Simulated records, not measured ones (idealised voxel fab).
The process module presented herein is designated voxel self aligned vias.
Section shown: cut. Width: 255 nm. Cell size: 5 nm, square.
Bands, listed from the top down, are how a cross-section gets written in this document; the cross-section itself is a grid of square cells, and a band is one or more rows of them.
Within each band entry, the heights of the top and of the bottom of the band appear first, in that order and in nm; the materials of the band then follow from left to right, each with its corresponding width in nm. The designation "throughout" on a single material indicates that it fills the band from edge to edge; the designation "blank" indicates empty space.
Below 0: as-received wafer, all one material; heights counted from there. Lowest band: no bottom, goes on down, written "from 0 down".
Width "30..40": first value at the band's top row of cells, second value at its bottom row, equal change from row to row.
When a step is marked "nothing changed", none of the cells in the cross-section changed during that step.
The list in "Fully closed voids" covers empty spaces of 8 cells or more that cannot reach the top through any open way, and it gives each as width x height at distance; the distance is from the left edge, and width, height and distance are in nm.
That trailing text on a step's line, after the settings, is the simulator's own remark on the step.
A step's line can hold "overlay nm"; with a mask on that step, the setting says how far right of the planned place the mask lay, while a negative setting says it lay to the left.
-- This section lists the process steps that were planned
1. RECEIVE: material Si
2. CONFORMAL_DEP: material SiO2, thk nm 10
3. CONFORMAL_DEP: material SiCN, thk nm 5
4. DIRECTIONAL_DEP: material lowk, thk nm 25
5. PATTERN: tone open, mask id LINES, material resist, width nm 25, pitch nm 55, thk nm 20, overlay nm 0
6. DIRECTIONAL_ETCH: etch materials lowk, depth nm 25
7. STRIP: etch materials resist
8. CONFORMAL_DEP: material TiN, thk nm 5
9. FILL_DEP: material Ru, thk nm 10
10. CMP: height nm 40
11. SELECTIVE_ETCH: etch materials W Ru TiN, depth nm 5
12. FILL_DEP: material SiN, thk nm 10
13. CMP: height nm 30
14. DIRECTIONAL_DEP: material lowk, thk nm 15
15. DIRECTIONAL_DEP: material aC, thk nm 15
16. PATTERN: tone open, mask id VIAS, material resist, width nm 35, pitch nm 55, thk nm 30, overlay nm 0
17. DIRECTIONAL_ETCH: etch materials aC, depth nm 15
18. STRIP: etch materials resist
19. DIRECTIONAL_ETCH: etch materials lowk, depth nm 15
20. DIRECTIONAL_ETCH: etch materials SiN, depth nm 5
21. STRIP: etch materials aC
22. CONFORMAL_DEP: material TiN, thk nm 5
23. FILL_DEP: material Cu, thk nm 10
24. CMP: height nm 55
25. CONFORMAL_DEP: material SiCN, thk nm 5
Don't read the plan's height nm for step 13 as applying to every wafer: that's the first wafer's value, and the wafers differ in it, though they all start identical.
-- Received wafers, first of several: cross-section after step 1
- from 0 down: Si throughout
- Fully closed voids: none
-- Note: the following table is arranged by wafer, a row apiece. Each row reports the end-of-module state: per material, cells gained (+) or cells lost (-) compared with the wafer as received; closed voids follow
height nm 30, +81 Cu, +12 Ru, +102 SiCN, +102 SiO2, +81 TiN, +234 lowk, Fully closed voids: none
height nm 35, +30 Cu, +18 Ru, +102 SiCN, +102 SiO2, +85 TiN, +275 lowk, Fully closed voids: none
height nm 40, +26 Cu, +18 Ru, +102 SiCN, +102 SiO2, +48 TiN, +316 lowk, Fully closed voids: none
height nm 45, +20 Cu, +18 Ru, +102 SiCN, +47 SiN, +102 SiO2, +44 TiN, +279 lowk, Fully closed voids: none
height nm 50, +10 Cu, +18 Ru, +102 SiCN, +98 SiN, +102 SiO2, +40 TiN, +242 lowk, Fully closed voids: none
